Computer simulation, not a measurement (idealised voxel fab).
Process module, titled voxel tone inversion
For reference, the cross-section in this document is cut, with width 185 nm and square cells of 5 nm.
Cross-section = grid of square cells, listed top down in bands; band = one or more rows.
In this notation a band is specified by the heights of its top and bottom, in that order and in nm, after which its materials appear from left to right, each paired with its width in nm. The word "throughout" attached to a single material means that material fills the band from edge to edge; the word "empty" stands for empty space.
Measure heights from 0. That's the level where, below it, the as-received wafer is all one material. The lowest band is bottomless and extends downward; write it as in "top 0, no bottom".
Per-row width for "30..40": begins at first number (top row of band), ends at second number (bottom row), increment between rows held constant.
"all unchanged" (step): cross-section cells unchanged, all of them.
Basically, "Fully sealed voids" tells you about the enclosed voids: empty spaces with no open way to the top, 8 cells or bigger, each written width x height at distance, where distance is from the left edge, all in nm.
If you see something after the settings on a step's line, that's the simulator's own remark about that step.
Each step line may optionally specify "overlay nm", which for a step with a mask gives the rightward distance between the mask's planned place and where it lay, a negative value indicating the leftward direction.

### Process steps (planned)
1. op RECEIVE | material Si
2. op CONFORMAL_DEP | material SiCN | thk nm 10
3. op DIRECTIONAL_DEP | material aC | thk nm 15
4. op PATTERN | tone cover | mask id POSTS | material resist | width nm 20 | pitch nm 50 | thk nm 20 | overlay nm 0
5. op DIRECTIONAL_ETCH | etch materials aC | depth nm 15
6. op STRIP | etch materials resist
7. op FILL_DEP | material lowk | thk nm 10
8. op CMP | height nm 25
9. op STRIP | etch materials aC
10. op CONFORMAL_DEP | material TiN | thk nm 5
11. op FILL_DEP | material W | thk nm 5
12. op CMP | height nm 25
13. op CONFORMAL_DEP | material SiCN | thk nm 5

### Wafer as received: cross-section following step 1
	top 0, no bottom | Si throughout
	Fully sealed voids: none

### End-of-module cross-section of the first of two wafers, processed as planned
	top 30, bottom 25 | SiCN throughout
	top 25, bottom 15 | lowk (55), then TiN (5), then W (10), then TiN (5), then lowk (30), then TiN (5), then W (10), then TiN (5), then lowk (60)
	top 15, bottom 10 | lowk (55), then TiN (20), then lowk (30), then TiN (20), then lowk (60)
	top 10, bottom 0 | SiCN throughout
	top 0, no bottom | Si throughout
	Fully sealed voids: none

### Second of two wafers, module complete, sectioned: it shares the first wafer's start and plan but was run with one mistake
	top 20, bottom 15 | SiCN throughout
	top 15, bottom 10 | lowk (55), then TiN (20), then lowk (30), then TiN (20), then lowk (60)
	top 10, bottom 0 | SiCN throughout
	top 0, no bottom | Si throughout
	Fully sealed voids: none
Against the plan, the run slipped here: step 12 ran as: op CMP | height nm 15
Bottom line after processing is that, in cells, the second wafer is up or down on some materials versus the first: -8 TiN | -8 W | -58 lowk
